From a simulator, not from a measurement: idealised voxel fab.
process module | voxel capacitor over wiring
cross-section cut | 245 nm wide | cells 5 nm
A cross-section is a grid of square cells, given in bands from the top down. A band is one or more rows of cells.
Each band's line starts with the height of the band's top and of its bottom, in nm. Then come its materials from left to right, each with its width in nm. One material with "throughout" fills the band from edge to edge. "air" is empty space.
Height 0 is the level under which the wafer as received is all one material. The lowest band goes on downwards, as in "0 down".
A width such as "30 to 40" changes by the same amount from each row of cells to the next, from the band's top row to its bottom row.
"no change" after a step means that no cell of the cross-section changed.
closed voids: empty space of 8 cells or more with no open way to the top, each as width x height at its distance from the left edge, in nm
after a step's settings: what the simulator itself notes on the step
overlay nm, on a step with a mask: how far to the right of its planned place the mask lay; to the left if negative
plan
1 op RECEIVE | material Si
2 op CONFORMAL_DEP | material SiO2 | thk nm 15
3 op CONFORMAL_DEP | material SiCN | thk nm 5
4 op DIRECTIONAL_DEP | material lowk | thk nm 25
5 op DIRECTIONAL_DEP | material aC | thk nm 15
6 op PATTERN | tone open | mask id METAL_1 | material resist | width nm 20 | pitch nm 90 | thk nm 35 | overlay nm 0
7 op DIRECTIONAL_ETCH | etch materials aC | depth nm 15
8 op STRIP | etch materials resist
9 op DIRECTIONAL_ETCH | etch materials lowk | depth nm 25
10 op DIRECTIONAL_ETCH | etch materials SiCN | depth nm 5
11 op STRIP | etch materials aC
12 op CONFORMAL_DEP | material TiN | thk nm 5
13 op FILL_DEP | material Cu | thk nm 5
14 op CMP | height nm 45
15 op EPI | material Ru | thk nm 5
16 op FILL_DEP | material SiCN | thk nm 5
17 op DIRECTIONAL_DEP | material SiO2 | thk nm 20
18 op PATTERN | tone open | mask id PLUG_1 | material resist | width nm 15 | thk nm 20 | overlay nm 0
19 op DIRECTIONAL_ETCH | etch materials SiO2 | depth nm 20
20 op DIRECTIONAL_ETCH | etch materials SiCN | depth nm 5
21 op STRIP | etch materials resist
22 op EPI | material Ru | thk nm 10
23 op EPI | material Ru | thk nm 10
24 op EPI | material Ru | thk nm 5
25 op DIRECTIONAL_DEP | material TiN | thk nm 5
26 op DIRECTIONAL_DEP | material Al2O3 | thk nm 5
27 op DIRECTIONAL_DEP | material TiN | thk nm 5
28 op MASKED_ETCH | tone cover | mask id UPPER_PLATE | width nm 75 | etch materials TiN | depth nm 5 | overlay nm 0
29 op MASKED_ETCH | tone cover | mask id UPPER_PLATE | width nm 75 | etch materials Al2O3 | depth nm 5 | overlay nm 0
30 op DIRECTIONAL_DEP | material aC | thk nm 15
31 op PATTERN | tone cover | mask id LOWER_PLATE | material resist | width nm 85 | thk nm 30 | overlay nm 0
32 op DIRECTIONAL_ETCH | etch materials aC | depth nm 15
33 op STRIP | etch materials resist
34 op DIRECTIONAL_ETCH | etch materials TiN | depth nm 5
35 op STRIP | etch materials aC
36 op FILL_DEP | material SiO2 | thk nm 20
37 op CMP | height nm 105
38 op DIRECTIONAL_DEP | material aC | thk nm 15
39 op PATTERN | tone open | mask id PLUG_2 | material resist | width nm 15 | thk nm 35 | overlay nm 0
40 op DIRECTIONAL_ETCH | etch materials aC | depth nm 15
41 op STRIP | etch materials resist
42 op DIRECTIONAL_ETCH | etch materials SiO2 | depth nm 15
43 op STRIP | etch materials aC
44 op CONFORMAL_DEP | material TiN | thk nm 5
45 op FILL_DEP | material Cu | thk nm 10
46 op CMP | height nm 105
47 op CONFORMAL_DEP | material SiN | thk nm 5
as received, after step 1
  0 down: Si throughout
  closed voids: none
first wafer at the end, as planned
  110 to 105: SiN throughout
  105 to 95: SiO2 80 | TiN 5 | Cu 5 | TiN 5 | SiO2 150
  95 to 85: SiO2 80 to 70 | TiN 15 to 75 | SiO2 150 to 100
  85 to 80: SiO2 70 | Al2O3 75 | SiO2 100
  80 to 75: SiO2 65 | TiN 85 | SiO2 95
  75 to 55: SiO2 70 | Ru 15 | SiO2 160
  55 to 50: SiCN 70 | Ru 15 | SiCN 160
  50 to 45: SiCN 60 | Ru 30 | SiCN 60 | Ru 30 | SiCN 65
  45 to 20: lowk 65 | TiN 5 | Cu 10 | TiN 5 | lowk 70 | TiN 5 | Cu 10 | TiN 5 | lowk 70
  20 to 15: SiCN 65 | TiN 20 | SiCN 70 | TiN 20 | SiCN 70
  15 to 0: SiO2 throughout
  0 down: Si throughout
  closed voids: none
second wafer at the end: like start, like plan, one mistake
  110 to 105: SiN throughout
  105 to 95: SiO2 80 | TiN 5 | Cu 10 | TiN 5 | SiO2 145
  95 to 85: SiO2 80 to 70 | TiN 20 to 75 | SiO2 145 to 100
  85 to 80: SiO2 70 | Al2O3 75 | SiO2 100
  80 to 75: SiO2 65 | TiN 85 | SiO2 95
  75 to 55: SiO2 70 | Ru 15 | SiO2 160
  55 to 50: SiCN 70 | Ru 15 | SiCN 160
  50 to 45: SiCN 60 | Ru 30 | SiCN 60 | Ru 30 | SiCN 65
  45 to 20: lowk 65 | TiN 5 | Cu 10 | TiN 5 | lowk 70 | TiN 5 | Cu 10 | TiN 5 | lowk 70
  20 to 15: SiCN 65 | TiN 20 | SiCN 70 | TiN 20 | SiCN 70
  15 to 0: SiO2 throughout
  0 down: Si throughout
  closed voids: none
what went wrong: step 39 ran as: op PATTERN | tone open | mask id PLUG_2 | material resist | width nm 20 | thk nm 35 | overlay nm 0
at the end the second wafer has, in cells: 2 more of Cu | 3 fewer of SiO2 | 1 more of TiN
